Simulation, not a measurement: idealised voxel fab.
The process module that follows is named voxel self aligned vias.
Cross-section cut spans 225 nm and uses square cells 5 nm in size.
A cross-section is written here as square cells arranged in a grid, and it is given in bands from the top down, each band taking up one or more rows of cells. Heights first: top, then bottom, in nm. Then materials, left to right, each with a width in nm. "full width" on a single material: fills the band edge to edge. "empty": empty space. All heights in this document are referenced to 0, defined as the level beneath which the wafer, as received, consists entirely of one material. The lowest band is not bounded below; it extends indefinitely downward and is written in the form "top 0, no bottom". Note: "30 to 40" means the width goes from the first number (top row of the band) to the second number (bottom row) in equal steps per row of cells. The designation "stayed the same", where it is given for a processing step, indicates that no cell of the cross-section was altered in the course of that step. "Trapped cavities" specifies each empty space that is not open to the top and that occupies no fewer than 8 cells, using the form width x height at distance, the distance measured from the left edge and all three quantities in nm. Where a step's line continues beyond its settings, the continuation is a remark by the simulator itself on that step. The line of a step may include "overlay nm". On a step with a mask, this value is how far to the right of its planned place the mask lay. A negative value means the mask lay to the left. Structure of the following material. The material consists of pairs of cross-sections. Each pair comprises the cross-section before one process step and the cross-section after that step, the latter shown only down to the lowest band that changed. The step between the cross-sections is specified beneath each pair, including its settings. Pairs are not necessarily consecutive: they may derive from different runs of this module performed on the same starting wafer. Continuity with the pair above is to be assumed only where the entry headed "Incoming structure" of the pair in question states it.

## Incoming structure
> top 0, no bottom | Si full width
> Trapped cavities: none

## Post-Step Appearance
> top 10, bottom 0 | SiO2 full width
> For the remainder of the cross-section, below 0, there is no change.
> Trapped cavities: none
Q: step between the cross-sections above? A: CONFORMAL_DEP with material SiO2, thk nm 10

Incoming structure: starting point is the after cross-section of the pair just above.

## Post-Step Appearance
> top 15, bottom 10 | SiCN full width
> For the remainder of the cross-section, below 10, there is no change.
> Trapped cavities: none
Q: step between the cross-sections above? A: CONFORMAL_DEP with material SiCN, thk nm 5

Incoming structure: starting point is the after cross-section of the pair just above.

## Post-Step Appearance
> top 35, bottom 15 | lowk full width
> For the remainder of the cross-section, below 15, there is no change.
> Trapped cavities: none
Q: step between the cross-sections above? A: DIRECTIONAL_DEP with material lowk, thk nm 20

Incoming structure: starting point is the after cross-section of the pair just above.

## Post-Step Appearance
> top 50, bottom 35 | 70 resist, 20 empty, 40 resist, 20 empty, 75 resist
> For the remainder of the cross-section, below 35, there is no change.
> Trapped cavities: none
Q: step between the cross-sections above? A: PATTERN with tone open, mask id LINES, material resist, width nm 20, pitch nm 60, thk nm 15, overlay nm 0

Incoming structure: starting point is the after cross-section of the pair just above.

## Post-Step Appearance
> top 50, bottom 35 | 70 resist, 20 empty, 40 resist, 20 empty, 75 resist
> top 35, bottom 15 | 70 lowk, 20 empty, 40 lowk, 20 empty, 75 lowk
> For the remainder of the cross-section, below 15, there is no change.
> Trapped cavities: none
Q: step between the cross-sections above? A: DIRECTIONAL_ETCH with etch materials lowk, depth nm 20

Incoming structure: starting point is the after cross-section of the pair just above.

## Post-Step Appearance
> top 35, bottom 15 | 70 lowk, 20 empty, 40 lowk, 20 empty, 75 lowk
> For the remainder of the cross-section, below 15, there is no change.
> Trapped cavities: none
Q: step between the cross-sections above? A: STRIP with etch materials resist

Incoming structure: starting point is the after cross-section of the pair just above.

## Post-Step Appearance
> top 40, bottom 35 | 75 TiN, 10 empty, 50 TiN, 10 empty, 80 TiN
> top 35, bottom 20 | 70 lowk, 5 TiN, 10 empty, 5 TiN, 40 lowk, 5 TiN, 10 empty, 5 TiN, 75 lowk
> top 20, bottom 15 | 70 lowk, 20 TiN, 40 lowk, 20 TiN, 75 lowk
> For the remainder of the cross-section, below 15, there is no change.
> Trapped cavities: none
Q: step between the cross-sections above? A: CONFORMAL_DEP with material TiN, thk nm 5

Incoming structure: starting point is the after cross-section of the pair just above.

## Post-Step Appearance
> top 45, bottom 40 | W full width
> top 40, bottom 35 | 75 TiN, 10 W, 50 TiN, 10 W, 80 TiN
> top 35, bottom 20 | 70 lowk, 5 TiN, 10 W, 5 TiN, 40 lowk, 5 TiN, 10 W, 5 TiN, 75 lowk
> For the remainder of the cross-section, below 20, there is no change.
> Trapped cavities: none
Q: step between the cross-sections above? A: FILL_DEP with material W, thk nm 5

Incoming structure: starting point is the after cross-section of the pair just above.

## Post-Step Appearance
> top 35, bottom 20 | 70 lowk, 5 TiN, 10 W, 5 TiN, 40 lowk, 5 TiN, 10 W, 5 TiN, 75 lowk
> For the remainder of the cross-section, below 20, there is no change.
> Trapped cavities: none
Q: step between the cross-sections above? A: CMP with height nm 35

Incoming structure: starting point is the after cross-section of the pair just above.

## Post-Step Appearance
> top 35, bottom 30 | 70 lowk, 20 empty, 40 lowk, 20 empty, 75 lowk
> For the remainder of the cross-section, below 30, there is no change.
> Trapped cavities: none
Q: step between the cross-sections above? A: SELECTIVE_ETCH with etch materials W Ru TiN, depth nm 5

Incoming structure: starting point is the after cross-section of the pair just above.

## Post-Step Appearance
> top 45, bottom 35 | SiN full width
> top 35, bottom 30 | 70 lowk, 20 SiN, 40 lowk, 20 SiN, 75 lowk
> For the remainder of the cross-section, below 30, there is no change.
> Trapped cavities: none
Q: step between the cross-sections above? A: FILL_DEP with material SiN, thk nm 10

Incoming structure: starting point is the after cross-section of the pair just above.

## Post-Step Appearance
> top 35, bottom 30 | 70 lowk, 20 SiN, 40 lowk, 20 SiN, 75 lowk
> For the remainder of the cross-section, below 30, there is no change.
> Trapped cavities: none
Q: step between the cross-sections above? A: CMP with height nm 35

Incoming structure: starting point is the after cross-section of the pair just above.

## Post-Step Appearance
> top 50, bottom 35 | lowk full width
> For the remainder of the cross-section, below 35, there is no change.
> Trapped cavities: none
Q: step between the cross-sections above? A: DIRECTIONAL_DEP with material lowk, thk nm 15

Incoming structure: starting point is the after cross-section of the pair just above.

## Post-Step Appearance
> top 65, bottom 50 | aC full width
> For the remainder of the cross-section, below 50, there is no change.
> Trapped cavities: none
Q: step between the cross-sections above? A: DIRECTIONAL_DEP with material aC, thk nm 15

Incoming structure: starting point is the after cross-section of the pair just above.

## Post-Step Appearance
> top 95, bottom 65 | 60 resist, 40 empty, 20 resist, 40 empty, 65 resist
> For the remainder of the cross-section, below 65, there is no change.
> Trapped cavities: none
Q: step between the cross-sections above? A: PATTERN with tone open, mask id VIAS, material resist, width nm 40, pitch nm 60, thk nm 30, overlay nm 0

Incoming structure: starting point is the after cross-section of the pair just above.

## Post-Step Appearance
> top 80, bottom 65 | 60 resist, 40 empty, 20 resist, 40 empty, 65 resist
> top 65, bottom 50 | 60 aC, 40 empty, 20 aC, 40 empty, 65 aC
> For the remainder of the cross-section, below 50, there is no change.
> Trapped cavities: none
Q: step between the cross-sections above? A: DIRECTIONAL_ETCH with etch materials aC, depth nm 15

Incoming structure: starting point is the after cross-section of the pair just above.

## Post-Step Appearance
> top 65, bottom 50 | 60 aC, 40 empty, 20 aC, 40 empty, 65 aC
> For the remainder of the cross-section, below 50, there is no change.
> Trapped cavities: none
Q: step between the cross-sections above? A: STRIP with etch materials resist

Incoming structure: starting point is the after cross-section of the pair just above.

## Post-Step Appearance
> top 65, bottom 50 | 60 aC, 40 empty, 20 aC, 40 empty, 65 aC
> top 50, bottom 35 | 60 lowk, 40 empty, 20 lowk, 40 empty, 65 lowk
> For the remainder of the cross-section, below 35, there is no change.
> Trapped cavities: none
Q: step between the cross-sections above? A: DIRECTIONAL_ETCH with etch materials lowk, depth nm 15

Incoming structure: starting point is the after cross-section of the pair just above.

## Post-Step Appearance
> top 65, bottom 50 | 60 aC, 40 empty, 20 aC, 40 empty, 65 aC
> top 50, bottom 35 | 60 lowk, 40 empty, 20 lowk, 40 empty, 65 lowk
> top 35, bottom 30 | 70 lowk, 20 empty, 40 lowk, 20 empty, 75 lowk
> For the remainder of the cross-section, below 30, there is no change.
> Trapped cavities: none
Q: step between the cross-sections above? A: DIRECTIONAL_ETCH with etch materials SiN, depth nm 5

Incoming structure: starting point is the after cross-section of the pair just above.

## Post-Step Appearance
> top 50, bottom 35 | 60 lowk, 40 empty, 20 lowk, 40 empty, 65 lowk
> For the remainder of the cross-section, below 35, there is no change.
> Trapped cavities: none
Q: step between the cross-sections above? A: STRIP with etch materials aC

Incoming structure: starting point is the after cross-section of the pair just above.

## Post-Step Appearance
> top 55, bottom 50 | 65 TiN, 30 empty, 30 TiN, 30 empty, 70 TiN
> top 50, bottom 40 | 60 lowk, 5 TiN, 30 empty, 5 TiN, 20 lowk, 5 TiN, 30 empty, 5 TiN, 65 lowk
> top 40, bottom 35 | 60 lowk, 15 TiN, 10 empty, 15 TiN, 20 lowk, 15 TiN, 10 empty, 15 TiN, 65 lowk
> top 35, bottom 30 | 70 lowk, 20 TiN, 40 lowk, 20 TiN, 75 lowk
> For the remainder of the cross-section, below 30, there is no change.
> Trapped cavities: none
Q: step between the cross-sections above? A: CONFORMAL_DEP with material TiN, thk nm 5

Incoming structure: starting point is the after cross-section of the pair just above.

## Post-Step Appearance
> top 60, bottom 55 | Cu full width
> top 55, bottom 50 | 65 TiN, 30 Cu, 30 TiN, 30 Cu, 70 TiN
> top 50, bottom 40 | 60 lowk, 5 TiN, 30 Cu, 5 TiN, 20 lowk, 5 TiN, 30 Cu, 5 TiN, 65 lowk
> top 40, bottom 35 | 60 lowk, 15 TiN, 10 Cu, 15 TiN, 20 lowk, 15 TiN, 10 Cu, 15 TiN, 65 lowk
> For the remainder of the cross-section, below 35, there is no change.
> Trapped cavities: none
Q: step between the cross-sections above? A: FILL_DEP with material Cu, thk nm 5

Incoming structure: starting point is the after cross-section of the pair just above.

## Post-Step Appearance
> top 50, bottom 40 | 60 lowk, 5 TiN, 30 Cu, 5 TiN, 20 lowk, 5 TiN, 30 Cu, 5 TiN, 65 lowk
> For the remainder of the cross-section, below 40, there is no change.
> Trapped cavities: none
Q: step between the cross-sections above? A: CMP with height nm 50

Incoming structure: starting point is the after cross-section of the pair just above.

## Post-Step Appearance
> top 55, bottom 50 | SiN full width
> For the remainder of the cross-section, below 50, there is no change.
> Trapped cavities: none
Q: step between the cross-sections above? A: CONFORMAL_DEP with material SiN, thk nm 5

## Incoming structure
> top 10, bottom 0 | SiO2 full width
> top 0, no bottom | Si full width
> Trapped cavities: none

## Post-Step Appearance
> top 30, bottom 10 | lowk full width
> For the remainder of the cross-section, below 10, there is no change.
> Trapped cavities: none
Q: step between the cross-sections above? A: DIRECTIONAL_DEP with material lowk, thk nm 20

Incoming structure: starting point is the after cross-section of the pair just above.

## Post-Step Appearance
> top 45, bottom 30 | 70 resist, 20 empty, 40 resist, 20 empty, 75 resist
> For the remainder of the cross-section, below 30, there is no change.
> Trapped cavities: none
Q: step between the cross-sections above? A: PATTERN with tone open, mask id LINES, material resist, width nm 20, pitch nm 60, thk nm 15, overlay nm 0

Incoming structure: starting point is the after cross-section of the pair just above.

## Post-Step Appearance
> top 45, bottom 30 | 70 resist, 20 empty, 40 resist, 20 empty, 75 resist
> top 30, bottom 10 | 70 lowk, 20 empty, 40 lowk, 20 empty, 75 lowk
> For the remainder of the cross-section, below 10, there is no change.
> Trapped cavities: none
Q: step between the cross-sections above? A: DIRECTIONAL_ETCH with etch materials lowk, depth nm 20

Incoming structure: starting point is the after cross-section of the pair just above.

## Post-Step Appearance
> top 30, bottom 10 | 70 lowk, 20 empty, 40 lowk, 20 empty, 75 lowk
> For the remainder of the cross-section, below 10, there is no change.
> Trapped cavities: none
Q: step between the cross-sections above? A: STRIP with etch materials resist

Incoming structure: starting point is the after cross-section of the pair just above.

## Post-Step Appearance
> top 35, bottom 30 | 75 TiN, 10 empty, 50 TiN, 10 empty, 80 TiN
> top 30, bottom 15 | 70 lowk, 5 TiN, 10 empty, 5 TiN, 40 lowk, 5 TiN, 10 empty, 5 TiN, 75 lowk
> top 15, bottom 10 | 70 lowk, 20 TiN, 40 lowk, 20 TiN, 75 lowk
> For the remainder of the cross-section, below 10, there is no change.
> Trapped cavities: none
Q: step between the cross-sections above? A: CONFORMAL_DEP with material TiN, thk nm 5

Incoming structure: starting point is the after cross-section of the pair just above.

## Post-Step Appearance
> top 40, bottom 35 | W full width
> top 35, bottom 30 | 75 TiN, 10 W, 50 TiN, 10 W, 80 TiN
> top 30, bottom 15 | 70 lowk, 5 TiN, 10 W, 5 TiN, 40 lowk, 5 TiN, 10 W, 5 TiN, 75 lowk
> For the remainder of the cross-section, below 15, there is no change.
> Trapped cavities: none
Q: step between the cross-sections above? A: FILL_DEP with material W, thk nm 5

Incoming structure: starting point is the after cross-section of the pair just above.

## Post-Step Appearance
> top 35, bottom 30 | 75 TiN, 10 W, 50 TiN, 10 W, 80 TiN
> For the remainder of the cross-section, below 30, there is no change.
> Trapped cavities: none
Q: step between the cross-sections above? A: CMP with height nm 35

Incoming structure: starting point is the after cross-section of the pair just above.

## Post-Step Appearance
> top 30, bottom 15 | 70 lowk, 5 TiN, 10 W, 5 TiN, 40 lowk, 5 TiN, 10 W, 5 TiN, 75 lowk
> For the remainder of the cross-section, below 15, there is no change.
> Trapped cavities: none
Q: step between the cross-sections above? A: SELECTIVE_ETCH with etch materials W Ru TiN, depth nm 5

Incoming structure: starting point is the after cross-section of the pair just above.

## Post-Step Appearance
> top 40, bottom 30 | SiN full width
> For the remainder of the cross-section, below 30, there is no change.
> Trapped cavities: none
Q: step between the cross-sections above? A: FILL_DEP with material SiN, thk nm 10

Incoming structure: starting point is the after cross-section of the pair just above.

## Post-Step Appearance
> top 35, bottom 30 | SiN full width
> For the remainder of the cross-section, below 30, there is no change.
> Trapped cavities: none
Q: step between the cross-sections above? A: CMP with height nm 35

Incoming structure: starting point is the after cross-section of the pair just above.

## Post-Step Appearance
> top 50, bottom 35 | lowk full width
> For the remainder of the cross-section, below 35, there is no change.
> Trapped cavities: none
Q: step between the cross-sections above? A: DIRECTIONAL_DEP with material lowk, thk nm 15

Incoming structure: starting point is the after cross-section of the pair just above.

## Post-Step Appearance
> top 65, bottom 50 | aC full width
> For the remainder of the cross-section, below 50, there is no change.
> Trapped cavities: none
Q: step between the cross-sections above? A: DIRECTIONAL_DEP with material aC, thk nm 15

Incoming structure: starting point is the after cross-section of the pair just above.

## Post-Step Appearance
> top 95, bottom 65 | 60 resist, 40 empty, 20 resist, 40 empty, 65 resist
> For the remainder of the cross-section, below 65, there is no change.
> Trapped cavities: none
Q: step between the cross-sections above? A: PATTERN with tone open, mask id VIAS, material resist, width nm 40, pitch nm 60, thk nm 30, overlay nm 0

Incoming structure: starting point is the after cross-section of the pair just above.

## Post-Step Appearance
> top 80, bottom 65 | 60 resist, 40 empty, 20 resist, 40 empty, 65 resist
> top 65, bottom 50 | 60 aC, 40 empty, 20 aC, 40 empty, 65 aC
> For the remainder of the cross-section, below 50, there is no change.
> Trapped cavities: none
Q: step between the cross-sections above? A: DIRECTIONAL_ETCH with etch materials aC, depth nm 15

Incoming structure: starting point is the after cross-section of the pair just above.

## Post-Step Appearance
> top 65, bottom 50 | 60 aC, 40 empty, 20 aC, 40 empty, 65 aC
> For the remainder of the cross-section, below 50, there is no change.
> Trapped cavities: none
Q: step between the cross-sections above? A: STRIP with etch materials resist

Incoming structure: starting point is the after cross-section of the pair just above.

## Post-Step Appearance
> top 65, bottom 50 | 60 aC, 40 empty, 20 aC, 40 empty, 65 aC
> top 50, bottom 35 | 60 lowk, 40 empty, 20 lowk, 40 empty, 65 lowk
> For the remainder of the cross-section, below 35, there is no change.
> Trapped cavities: none
Q: step between the cross-sections above? A: DIRECTIONAL_ETCH with etch materials lowk, depth nm 15

Incoming structure: starting point is the after cross-section of the pair just above.

## Post-Step Appearance
> top 65, bottom 50 | 60 aC, 40 empty, 20 aC, 40 empty, 65 aC
> top 50, bottom 35 | 60 lowk, 40 empty, 20 lowk, 40 empty, 65 lowk
> top 35, bottom 30 | 60 SiN, 40 empty, 20 SiN, 40 empty, 65 SiN
> For the remainder of the cross-section, below 30, there is no change.
> Trapped cavities: none
Q: step between the cross-sections above? A: DIRECTIONAL_ETCH with etch materials SiN, depth nm 5

Incoming structure: starting point is the after cross-section of the pair just above.

## Post-Step Appearance
> top 50, bottom 35 | 60 lowk, 40 empty, 20 lowk, 40 empty, 65 lowk
> For the remainder of the cross-section, below 35, there is no change.
> Trapped cavities: none
Q: step between the cross-sections above? A: STRIP with etch materials aC

Incoming structure: starting point is the after cross-section of the pair just above.

## Post-Step Appearance
> top 55, bottom 50 | 65 TiN, 30 empty, 30 TiN, 30 empty, 70 TiN
> top 50, bottom 35 | 60 lowk, 5 TiN, 30 empty, 5 TiN, 20 lowk, 5 TiN, 30 empty, 5 TiN, 65 lowk
> top 35, bottom 30 | 60 SiN, 40 TiN, 20 SiN, 40 TiN, 65 SiN
> For the remainder of the cross-section, below 30, there is no change.
> Trapped cavities: none
Q: step between the cross-sections above? A: CONFORMAL_DEP with material TiN, thk nm 5

Incoming structure: starting point is the after cross-section of the pair just above.

## Post-Step Appearance
> top 60, bottom 55 | Cu full width
> top 55, bottom 50 | 65 TiN, 30 Cu, 30 TiN, 30 Cu, 70 TiN
> top 50, bottom 35 | 60 lowk, 5 TiN, 30 Cu, 5 TiN, 20 lowk, 5 TiN, 30 Cu, 5 TiN, 65 lowk
> For the remainder of the cross-section, below 35, there is no change.
> Trapped cavities: none
Q: step between the cross-sections above? A: FILL_DEP with material Cu, thk nm 5

Incoming structure: starting point is the after cross-section of the pair just above.

## Post-Step Appearance
> top 50, bottom 35 | 60 lowk, 5 TiN, 30 Cu, 5 TiN, 20 lowk, 5 TiN, 30 Cu, 5 TiN, 65 lowk
> For the remainder of the cross-section, below 35, there is no change.
> Trapped cavities: none
Q: step between the cross-sections above? A: CMP with height nm 50

Incoming structure: starting point is the after cross-section of the pair just above.

## Post-Step Appearance
> top 55, bottom 50 | SiN full width
> For the remainder of the cross-section, below 50, there is no change.
> Trapped cavities: none
Q: step between the cross-sections above? A: CONFORMAL_DEP with material SiN, thk nm 5

## Incoming structure
> top 65, bottom 50 | 60 aC, 40 empty, 20 aC, 40 empty, 65 aC
> top 50, bottom 35 | 60 lowk, 40 empty, 20 lowk, 40 empty, 65 lowk
> top 35, bottom 30 | 70 lowk, 20 SiN, 40 lowk, 20 SiN, 75 lowk
> top 30, bottom 20 | 70 lowk, 5 TiN, 10 W, 5 TiN, 40 lowk, 5 TiN, 10 W, 5 TiN, 75 lowk
> top 20, bottom 15 | 70 lowk, 20 TiN, 40 lowk, 20 TiN, 75 lowk
> top 15, bottom 10 | SiCN full width
> top 10, bottom 0 | SiO2 full width
> top 0, no bottom | Si full width
> Trapped cavities: none

## Post-Step Appearance
> top 65, bottom 50 | 60 aC, 40 empty, 20 aC, 40 empty, 65 aC
> top 50, bottom 35 | 60 lowk, 40 empty, 20 lowk, 40 empty, 65 lowk
> top 35, bottom 30 | 60 lowk, 10 empty, 20 SiN, 10 empty, 20 lowk, 10 empty, 20 SiN, 10 empty, 65 lowk
> top 30, bottom 20 | 60 lowk, 10 empty, 5 TiN, 10 W, 5 TiN, 10 empty, 20 lowk, 10 empty, 5 TiN, 10 W, 5 TiN, 10 empty, 65 lowk
> For the remainder of the cross-section, below 20, there is no change.
> Trapped cavities: none
Q: step between the cross-sections above? A: DIRECTIONAL_ETCH with etch materials lowk, depth nm 15

Incoming structure: starting point is the after cross-section of the pair just above.

## Post-Step Appearance
> top 65, bottom 50 | 60 aC, 40 empty, 20 aC, 40 empty, 65 aC
> top 50, bottom 30 | 60 lowk, 40 empty, 20 lowk, 40 empty, 65 lowk
> For the remainder of the cross-section, below 30, there is no change.
> Trapped cavities: none
Q: step between the cross-sections above? A: DIRECTIONAL_ETCH with etch materials SiN, depth nm 5

Incoming structure: starting point is the after cross-section of the pair just above.

## Post-Step Appearance
> top 50, bottom 30 | 60 lowk, 40 empty, 20 lowk, 40 empty, 65 lowk
> For the remainder of the cross-section, below 30, there is no change.
> Trapped cavities: none
Q: step between the cross-sections above? A: STRIP with etch materials aC

Incoming structure: starting point is the after cross-section of the pair just above.

## Post-Step Appearance
> top 55, bottom 50 | 65 TiN, 30 empty, 30 TiN, 30 empty, 70 TiN
> top 50, bottom 35 | 60 lowk, 5 TiN, 30 empty, 5 TiN, 20 lowk, 5 TiN, 30 empty, 5 TiN, 65 lowk
> top 35, bottom 30 | 60 lowk, 40 TiN, 20 lowk, 40 TiN, 65 lowk
> top 30, bottom 20 | 60 lowk, 15 TiN, 10 W, 15 TiN, 20 lowk, 15 TiN, 10 W, 15 TiN, 65 lowk
> For the remainder of the cross-section, below 20, there is no change.
> Trapped cavities: none
Q: step between the cross-sections above? A: CONFORMAL_DEP with material TiN, thk nm 5

Incoming structure: starting point is the after cross-section of the pair just above.

## Post-Step Appearance
> top 60, bottom 55 | Cu full width
> top 55, bottom 50 | 65 TiN, 30 Cu, 30 TiN, 30 Cu, 70 TiN
> top 50, bottom 35 | 60 lowk, 5 TiN, 30 Cu, 5 TiN, 20 lowk, 5 TiN, 30 Cu, 5 TiN, 65 lowk
> For the remainder of the cross-section, below 35, there is no change.
> Trapped cavities: none
Q: step between the cross-sections above? A: FILL_DEP with material Cu, thk nm 5

Incoming structure: starting point is the after cross-section of the pair just above.

## Post-Step Appearance
> top 50, bottom 35 | 60 lowk, 5 TiN, 30 Cu, 5 TiN, 20 lowk, 5 TiN, 30 Cu, 5 TiN, 65 lowk
> For the remainder of the cross-section, below 35, there is no change.
> Trapped cavities: none
Q: step between the cross-sections above? A: CMP with height nm 50

Incoming structure: starting point is the after cross-section of the pair just above.

## Post-Step Appearance
> top 55, bottom 50 | SiN full width
> For the remainder of the cross-section, below 50, there is no change.
> Trapped cavities: none
Q: step between the cross-sections above? A: CONFORMAL_DEP with material SiN, thk nm 5

## Incoming structure
> top 30, bottom 10 | lowk full width
> top 10, bottom 0 | SiO2 full width
> top 0, no bottom | Si full width
> Trapped cavities: none

## Post-Step Appearance
> top 35, bottom 30 | SiCN full width
> For the remainder of the cross-section, below 30, there is no change.
> Trapped cavities: none
Q: step between the cross-sections above? A: CONFORMAL_DEP with material SiCN, thk nm 5

Incoming structure: starting point is the after cross-section of the pair just above.

## Post-Step Appearance
> top 50, bottom 35 | 70 resist, 20 empty, 40 resist, 20 empty, 75 resist
> For the remainder of the cross-section, below 35, there is no change.
> Trapped cavities: none
Q: step between the cross-sections above? A: PATTERN with tone open, mask id LINES, material resist, width nm 20, pitch nm 60, thk nm 15, overlay nm 0

Incoming structure: starting point is the after cross-section of the pair just above.

## Post-Step Appearance
> top 35, bottom 30 | SiCN full width
> For the remainder of the cross-section, below 30, there is no change.
> Trapped cavities: none
Q: step between the cross-sections above? A: STRIP with etch materials resist

Incoming structure: starting point is the after cross-section of the pair just above.

## Post-Step Appearance
> top 40, bottom 35 | TiN full width
> For the remainder of the cross-section, below 35, there is no change.
> Trapped cavities: none
Q: step between the cross-sections above? A: CONFORMAL_DEP with material TiN, thk nm 5

Incoming structure: starting point is the after cross-section of the pair just above.

## Post-Step Appearance
> top 45, bottom 40 | W full width
> For the remainder of the cross-section, below 40, there is no change.
> Trapped cavities: none
Q: step between the cross-sections above? A: FILL_DEP with material W, thk nm 5

Incoming structure: starting point is the after cross-section of the pair just above.

## Post-Step Appearance
> top 35, bottom 30 | SiCN full width
> For the remainder of the cross-section, below 30, there is no change.
> Trapped cavities: none
Q: step between the cross-sections above? A: CMP with height nm 35

Incoming structure: starting point is the after cross-section of the pair just above.

## Post-Step Appearance
> top 45, bottom 35 | SiN full width
> For the remainder of the cross-section, below 35, there is no change.
> Trapped cavities: none
Q: step between the cross-sections above? A: FILL_DEP with material SiN, thk nm 10

Incoming structure: starting point is the after cross-section of the pair just above.

## Post-Step Appearance
> top 35, bottom 30 | SiCN full width
> For the remainder of the cross-section, below 30, there is no change.
> Trapped cavities: none
Q: step between the cross-sections above? A: CMP with height nm 35

Incoming structure: starting point is the after cross-section of the pair just above.

## Post-Step Appearance
> top 50, bottom 35 | lowk full width
> For the remainder of the cross-section, below 35, there is no change.
> Trapped cavities: none
Q: step between the cross-sections above? A: DIRECTIONAL_DEP with material lowk, thk nm 15

Incoming structure: starting point is the after cross-section of the pair just above.

## Post-Step Appearance
> top 65, bottom 50 | aC full width
> For the remainder of the cross-section, below 50, there is no change.
> Trapped cavities: none
Q: step between the cross-sections above? A: DIRECTIONAL_DEP with material aC, thk nm 15

Incoming structure: starting point is the after cross-section of the pair just above.

## Post-Step Appearance
> top 95, bottom 65 | 60 resist, 40 empty, 20 resist, 40 empty, 65 resist
> For the remainder of the cross-section, below 65, there is no change.
> Trapped cavities: none
Q: step between the cross-sections above? A: PATTERN with tone open, mask id VIAS, material resist, width nm 40, pitch nm 60, thk nm 30, overlay nm 0

Incoming structure: starting point is the after cross-section of the pair just above.

## Post-Step Appearance
> top 80, bottom 65 | 60 resist, 40 empty, 20 resist, 40 empty, 65 resist
> top 65, bottom 50 | 60 aC, 40 empty, 20 aC, 40 empty, 65 aC
> For the remainder of the cross-section, below 50, there is no change.
> Trapped cavities: none
Q: step between the cross-sections above? A: DIRECTIONAL_ETCH with etch materials aC, depth nm 15

Incoming structure: starting point is the after cross-section of the pair just above.

## Post-Step Appearance
> top 65, bottom 50 | 60 aC, 40 empty, 20 aC, 40 empty, 65 aC
> For the remainder of the cross-section, below 50, there is no change.
> Trapped cavities: none
Q: step between the cross-sections above? A: STRIP with etch materials resist

Incoming structure: starting point is the after cross-section of the pair just above.

## Post-Step Appearance
> top 65, bottom 50 | 60 aC, 40 empty, 20 aC, 40 empty, 65 aC
> top 50, bottom 35 | 60 lowk, 40 empty, 20 lowk, 40 empty, 65 lowk
> For the remainder of the cross-section, below 35, there is no change.
> Trapped cavities: none
Q: step between the cross-sections above? A: DIRECTIONAL_ETCH with etch materials lowk, depth nm 15

Incoming structure: starting point is the after cross-section of the pair just above.

## Post-Step Appearance
> top 50, bottom 35 | 60 lowk, 40 empty, 20 lowk, 40 empty, 65 lowk
> For the remainder of the cross-section, below 35, there is no change.
> Trapped cavities: none
Q: step between the cross-sections above? A: STRIP with etch materials aC

Incoming structure: starting point is the after cross-section of the pair just above.

## Post-Step Appearance
> top 55, bottom 50 | 65 TiN, 30 empty, 30 TiN, 30 empty, 70 TiN
> top 50, bottom 40 | 60 lowk, 5 TiN, 30 empty, 5 TiN, 20 lowk, 5 TiN, 30 empty, 5 TiN, 65 lowk
> top 40, bottom 35 | 60 lowk, 40 TiN, 20 lowk, 40 TiN, 65 lowk
> For the remainder of the cross-section, below 35, there is no change.
> Trapped cavities: none
Q: step between the cross-sections above? A: CONFORMAL_DEP with material TiN, thk nm 5

Incoming structure: starting point is the after cross-section of the pair just above.

## Post-Step Appearance
> top 60, bottom 55 | Cu full width
> top 55, bottom 50 | 65 TiN, 30 Cu, 30 TiN, 30 Cu, 70 TiN
> top 50, bottom 40 | 60 lowk, 5 TiN, 30 Cu, 5 TiN, 20 lowk, 5 TiN, 30 Cu, 5 TiN, 65 lowk
> For the remainder of the cross-section, below 40, there is no change.
> Trapped cavities: none
Q: step between the cross-sections above? A: FILL_DEP with material Cu, thk nm 5

Incoming structure: starting point is the after cross-section of the pair just above.

## Post-Step Appearance
> top 50, bottom 40 | 60 lowk, 5 TiN, 30 Cu, 5 TiN, 20 lowk, 5 TiN, 30 Cu, 5 TiN, 65 lowk
> For the remainder of the cross-section, below 40, there is no change.
> Trapped cavities: none
Q: step between the cross-sections above? A: CMP with height nm 50

Incoming structure: starting point is the after cross-section of the pair just above.

## Post-Step Appearance
> top 55, bottom 50 | SiN full width
> For the remainder of the cross-section, below 50, there is no change.
> Trapped cavities: none
Q: step between the cross-sections above? A: CONFORMAL_DEP with material SiN, thk nm 5

## Incoming structure
> top 35, bottom 30 | 70 lowk, 20 SiN, 40 lowk, 20 SiN, 75 lowk
> top 30, bottom 20 | 70 lowk, 5 TiN, 10 W, 5 TiN, 40 lowk, 5 TiN, 10 W, 5 TiN, 75 lowk
> top 20, bottom 15 | 70 lowk, 20 TiN, 40 lowk, 20 TiN, 75 lowk
> top 15, bottom 10 | SiCN full width
> top 10, bottom 0 | SiO2 full width
> top 0, no bottom | Si full width
> Trapped cavities: none

## Post-Step Appearance
> top 40, bottom 35 | lowk full width
> For the remainder of the cross-section, below 35, there is no change.
> Trapped cavities: none
Q: step between the cross-sections above? A: DIRECTIONAL_DEP with material lowk, thk nm 5

Incoming structure: starting point is the after cross-section of the pair just above.

## Post-Step Appearance
> top 55, bottom 40 | aC full width
> For the remainder of the cross-section, below 40, there is no change.
> Trapped cavities: none
Q: step between the cross-sections above? A: DIRECTIONAL_DEP with material aC, thk nm 15

Incoming structure: starting point is the after cross-section of the pair just above.

## Post-Step Appearance
> top 85, bottom 55 | 60 resist, 40 empty, 20 resist, 40 empty, 65 resist
> For the remainder of the cross-section, below 55, there is no change.
> Trapped cavities: none
Q: step between the cross-sections above? A: PATTERN with tone open, mask id VIAS, material resist, width nm 40, pitch nm 60, thk nm 30, overlay nm 0

Incoming structure: starting point is the after cross-section of the pair just above.

## Post-Step Appearance
> top 70, bottom 55 | 60 resist, 40 empty, 20 resist, 40 empty, 65 resist
> top 55, bottom 40 | 60 aC, 40 empty, 20 aC, 40 empty, 65 aC
> For the remainder of the cross-section, below 40, there is no change.
> Trapped cavities: none
Q: step between the cross-sections above? A: DIRECTIONAL_ETCH with etch materials aC, depth nm 15

Incoming structure: starting point is the after cross-section of the pair just above.

## Post-Step Appearance
> top 55, bottom 40 | 60 aC, 40 empty, 20 aC, 40 empty, 65 aC
> For the remainder of the cross-section, below 40, there is no change.
> Trapped cavities: none
Q: step between the cross-sections above? A: STRIP with etch materials resist

Incoming structure: starting point is the after cross-section of the pair just above.

## Post-Step Appearance
> top 55, bottom 40 | 60 aC, 40 empty, 20 aC, 40 empty, 65 aC
> top 40, bottom 35 | 60 lowk, 40 empty, 20 lowk, 40 empty, 65 lowk
> top 35, bottom 30 | 60 lowk, 10 empty, 20 SiN, 10 empty, 20 lowk, 10 empty, 20 SiN, 10 empty, 65 lowk
> top 30, bottom 25 | 60 lowk, 10 empty, 5 TiN, 10 W, 5 TiN, 10 empty, 20 lowk, 10 empty, 5 TiN, 10 W, 5 TiN, 10 empty, 65 lowk
> For the remainder of the cross-section, below 25, there is no change.
> Trapped cavities: none
Q: step between the cross-sections above? A: DIRECTIONAL_ETCH with etch materials lowk, depth nm 15
